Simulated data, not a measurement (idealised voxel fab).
process module | voxel lift off
cross-section cut | 175 nm wide | cells 5 nm
A cross-section is a grid of square cells, given in bands from the top down. A band is one or more rows of cells.
Each band's line starts with the height of the band's top and of its bottom, in nm. Then come its materials from left to right, each with its width in nm. One material with "throughout" fills the band from edge to edge. "air" is empty space.
Height 0 is the level under which the wafer as received is all one material. The lowest band goes on downwards, as in "0 down".
A width such as "30 to 40" changes by the same amount from each row of cells to the next, from the band's top row to its bottom row.
"no change" after a step means that no cell of the cross-section changed.
closed voids: empty space of 8 cells or more with no open way to the top, each as width x height at its distance from the left edge, in nm
after a step's settings: what the simulator itself notes on the step
overlay nm, on a step with a mask: how far to the right of its planned place the mask lay; to the left if negative
plan
1 op RECEIVE | material Si
2 op CONFORMAL_DEP | material SiO2 | thk nm 15
3 op PATTERN | tone open | mask id LINES | material resist | width nm 20 | pitch nm 45 | thk nm 30 | overlay nm 0
4 op DIRECTIONAL_DEP | material Ru | thk nm 15
5 op STRIP | etch materials resist
6 op CONFORMAL_DEP | material SiO2 | thk nm 5
varied across the wafers: width nm of step 3. The plan shows the first wafer's value. All wafers start alike
first wafer as received, after step 1
  0 down: Si throughout
  closed voids: none
each wafer at the end: cells of each material gained (+) or lost (-) since it was received, then its closed voids
width nm 20 | +24 Ru | +152 SiO2 | closed voids: none
width nm 25 | +30 Ru | +152 SiO2 | closed voids: none
width nm 30 | +36 Ru | +152 SiO2 | closed voids: none
